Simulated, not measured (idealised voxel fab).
You're looking at the process module voxel air gaps.
Xsec cut, 195 nm wide, square cell size 5 nm.
How to read a cross-section here: the picture is a grid of square cells, written as bands going from the top down, and any band can span one or more rows of cells.
It is stipulated that each band's entry specify, in nanometres, the height of the top of the band and then that of its bottom, followed by the materials of the band in left-to-right sequence, each together with its width in nanometres. A single material marked by the word "all across" is understood to fill the band from edge to edge; the word "air" is understood to denote empty space.
The level at which height equals 0 is the one under which the wafer, as it arrives, is entirely one material. No lower edge exists for the bottom band, which continues downward and is notated as in "z 0 and below".
The notation "30 to 40" denotes a width that varies across the rows of cells in the band, beginning at the first number in the top row, finishing at the second number in the bottom row, and changing by an identical amount from each row to the next.
"same as before" -> step changed no cross-section cell.
Enclosed voids (no open way to top), threshold 8 cells or more, entry "Voids lacking openings", notation width x height at distance, distance from left edge, nm.
The remark found on a step's line after its settings is issued by the simulator itself and pertains to that step.
overlay nm: where the mask lay relative to plan, measured to the right, on steps with a mask; negatives go left.

LISTED BELOW ARE THE PROCESS STEPS AS PLANNED
1. RECEIVE | material Si
2. CONFORMAL_DEP | material SiO2 | thk nm 15
3. CONFORMAL_DEP | material SiN | thk nm 5
4. DIRECTIONAL_DEP | material SiO2 | thk nm 40
5. DIRECTIONAL_DEP | material aC | thk nm 15
6. PATTERN | tone open | mask id LINES | material resist | width nm 15 | pitch nm 45 | thk nm 35 | overlay nm 0
7. DIRECTIONAL_ETCH | etch materials aC | depth nm 15
8. STRIP | etch materials resist
9. DIRECTIONAL_ETCH | etch materials SiO2 | depth nm 40
10. STRIP | etch materials aC
11. CONFORMAL_DEP | material TiN | thk nm 5
12. FILL_DEP | material W | thk nm 5
13. CMP | height nm 60
14. EPI | material Ru | thk nm 10
15. SELECTIVE_ETCH | etch materials SiO2 | depth nm 50
16. CONFORMAL_DEP | material SiN | thk nm 5

AS RECEIVED (POST STEP 1): CROSS-SECTION
- z 0 and below: Si all across
- Voids lacking openings: none

BELOW IS THE WAFER IN CROSS-SECTION AFTER THE MODULE WAS COMPLETED. IT BEGAN FROM THE STARTING POINT SHOWN ABOVE AND FOLLOWED THE PLAN SHOWN ABOVE, EXCEPT THAT ONE MISTAKE WAS MADE WHILE RUNNING IT
- z 75 to 70: 20 of air, 135 of SiN, 40 of air
- z 70 to 60: 20 of air, 5 of SiN, 35 of Ru, 10 of SiN, 35 of Ru, 10 of SiN, 35 of Ru, 5 of SiN, 40 of air
- z 60 to 55: 20 of air, 15 of SiN, 5 of TiN, 5 of W, 5 of TiN, 30 of SiN, 5 of TiN, 5 of W, 5 of TiN, 30 of SiN, 5 of TiN, 5 of W, 5 of TiN, 15 of SiN, 40 of air
- z 55 to 25: 30 of air, 5 of SiN, 5 of TiN, 5 of W, 5 of TiN, 5 of SiN, 20 of air, 5 of SiN, 5 of TiN, 5 of W, 5 of TiN, 5 of SiN, 20 of air, 5 of SiN, 5 of TiN, 5 of W, 5 of TiN, 5 of SiN, 50 of air
- z 25 to 20: 35 of SiN, 15 of TiN, 30 of SiN, 15 of TiN, 30 of SiN, 15 of TiN, 55 of SiN
- z 20 to 15: SiN all across
- z 15 to 0: SiO2 all across
- z 0 and below: Si all across
- Voids lacking openings: 20 x 30 at 55; 20 x 30 at 100
The mistake made against the process plan was this: step 6 went in with a setting other than planned; the actual run was PATTERN | tone open | mask id LINES | material resist | width nm 15 | pitch nm 45 | thk nm 35 | overlay nm -10
